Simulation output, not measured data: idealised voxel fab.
process module | voxel self aligned contacts
cross-section cut | 195 nm wide | cells 5 nm
A cross-section is a grid of square cells, given in bands from the top down. A band is one or more rows of cells.
Each band's line starts with the height of the band's top and of its bottom, in nm. Then come its materials from left to right, each with its width in nm. One material with "throughout" fills the band from edge to edge. "air" is empty space.
Height 0 is the level under which the wafer as received is all one material. The lowest band goes on downwards, as in "0 down".
A width such as "30 to 40" changes by the same amount from each row of cells to the next, from the band's top row to its bottom row.
"no change" after a step means that no cell of the cross-section changed.
closed voids: empty space of 8 cells or more with no open way to the top, each as width x height at its distance from the left edge, in nm
after a step's settings: what the simulator itself notes on the step
overlay nm, on a step with a mask: how far to the right of its planned place the mask lay; to the left if negative
plan
1 op RECEIVE | material Si
2 op OXIDIZE | depth nm 5
3 op DIRECTIONAL_DEP | material polySi | thk nm 20
4 op DIRECTIONAL_DEP | material SiN | thk nm 25
5 op MASKED_ETCH | tone cover | mask id GATE | width nm 30 | pitch nm 70 | etch materials SiN | depth nm 25 | overlay nm 0
6 op MASKED_ETCH | tone cover | mask id GATE | width nm 30 | pitch nm 70 | etch materials polySi | depth nm 20 | overlay nm 0
7 op CONFORMAL_DEP | material SiN | thk nm 10
8 op DIRECTIONAL_ETCH | etch materials SiN | depth nm 10
9 op FILL_DEP | material SiO2 | thk nm 15
10 op CMP | height nm 50
11 op DIRECTIONAL_DEP | material aC | thk nm 15
12 op PATTERN | tone open | mask id CONTACT | material resist | width nm 50 | thk nm 35 | overlay nm 0
13 op DIRECTIONAL_ETCH | etch materials aC | depth nm 15
14 op STRIP | etch materials resist
15 op DIRECTIONAL_ETCH | etch materials SiO2 | depth nm 55
16 op STRIP | etch materials aC
17 op CONFORMAL_DEP | material TiN | thk nm 5
18 op FILL_DEP | material Ru | thk nm 10
19 op CMP | height nm 50
20 op CONFORMAL_DEP | material SiCN | thk nm 5
as received, after step 1
  0 down: Si throughout
  closed voids: none
first wafer at the end, as planned
  55 to 50: SiCN throughout
  50 to 45: SiO2 70 | TiN 20 | Ru 10 | TiN 20 | SiO2 75
  45 to 20: SiO2 35 | SiN 50 | TiN 5 | Ru 10 | TiN 5 | SiN 50 | SiO2 40
  20 to 0: SiO2 35 | SiN 10 | polySi 30 | SiN 10 | TiN 5 | Ru 10 | TiN 5 | SiN 10 | polySi 30 | SiN 10 | SiO2 40
  0 to -5: SiO2 85 | TiN 20 | SiO2 90
  -5 down: Si throughout
  closed voids: none
second wafer at the end: like start, like plan, one mistake
  55 to 50: SiCN throughout
  50 to 45: SiO2 75 | TiN 15 | Ru 10 | TiN 15 | SiO2 80
  45 to 20: SiO2 35 | SiN 50 | TiN 5 | Ru 10 | TiN 5 | SiN 50 | SiO2 40
  20 to 0: SiO2 35 | SiN 10 | polySi 30 | SiN 10 | TiN 5 | Ru 10 | TiN 5 | SiN 10 | polySi 30 | SiN 10 | SiO2 40
  0 to -5: SiO2 85 | TiN 20 | SiO2 90
  -5 down: Si throughout
  closed voids: none
what went wrong: step 12 ran as: op PATTERN | tone open | mask id CONTACT | material resist | width nm 40 | thk nm 35 | overlay nm 0
at the end the second wafer has, in cells: 2 more of SiO2 | 2 fewer of TiN
